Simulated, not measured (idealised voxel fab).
process module | voxel tone inversion
cross-section cut | 210 nm wide | cells 5 nm
A cross-section is a grid of square cells, given in bands from the top down. A band is one or more rows of cells.
Each band's line starts with the height of the band's top and of its bottom, in nm. Then come its materials from left to right, each with its width in nm. One material with "throughout" fills the band from edge to edge. "air" is empty space.
Height 0 is the level under which the wafer as received is all one material. The lowest band goes on downwards, as in "0 down".
A width such as "30 to 40" changes by the same amount from each row of cells to the next, from the band's top row to its bottom row.
"no change" after a step means that no cell of the cross-section changed.
closed voids: empty space of 8 cells or more with no open way to the top, each as width x height at its distance from the left edge, in nm
after a step's settings: what the simulator itself notes on the step
overlay nm, on a step with a mask: how far to the right of its planned place the mask lay; to the left if negative
plan
1 op RECEIVE | material Si
2 op CONFORMAL_DEP | material SiN | thk nm 5
3 op DIRECTIONAL_DEP | material polySi | thk nm 20
4 op PATTERN | tone cover | mask id POSTS | material resist | width nm 20 | pitch nm 45 | thk nm 30 | overlay nm 0
5 op DIRECTIONAL_ETCH | etch materials polySi | depth nm 20
6 op STRIP | etch materials resist
7 op FILL_DEP | material SiO2 | thk nm 5
8 op CMP | height nm 25
9 op STRIP | etch materials polySi
10 op CONFORMAL_DEP | material TiN | thk nm 5
11 op FILL_DEP | material Cu | thk nm 10
12 op CMP | height nm 25
13 op CONFORMAL_DEP | material SiN | thk nm 5
as received, after step 1
  0 down: Si throughout
  closed voids: none
a wafer at the end: this start, this plan, one mistake
  30 to 25: SiN throughout
  25 to 10: Cu 45 | TiN 5 | SiO2 20 | TiN 5 | Cu 15 | TiN 5 | SiO2 20 | TiN 5 | Cu 15 | TiN 5 | SiO2 20 | TiN 5 | Cu 45
  10 to 5: TiN 50 | SiO2 20 | TiN 25 | SiO2 20 | TiN 25 | SiO2 20 | TiN 50
  5 to 0: SiN throughout
  0 down: Si throughout
  closed voids: none
what went wrong: step 4 ran as: op PATTERN | tone open | mask id POSTS | material resist | width nm 20 | pitch nm 45 | thk nm 30 | overlay nm 0
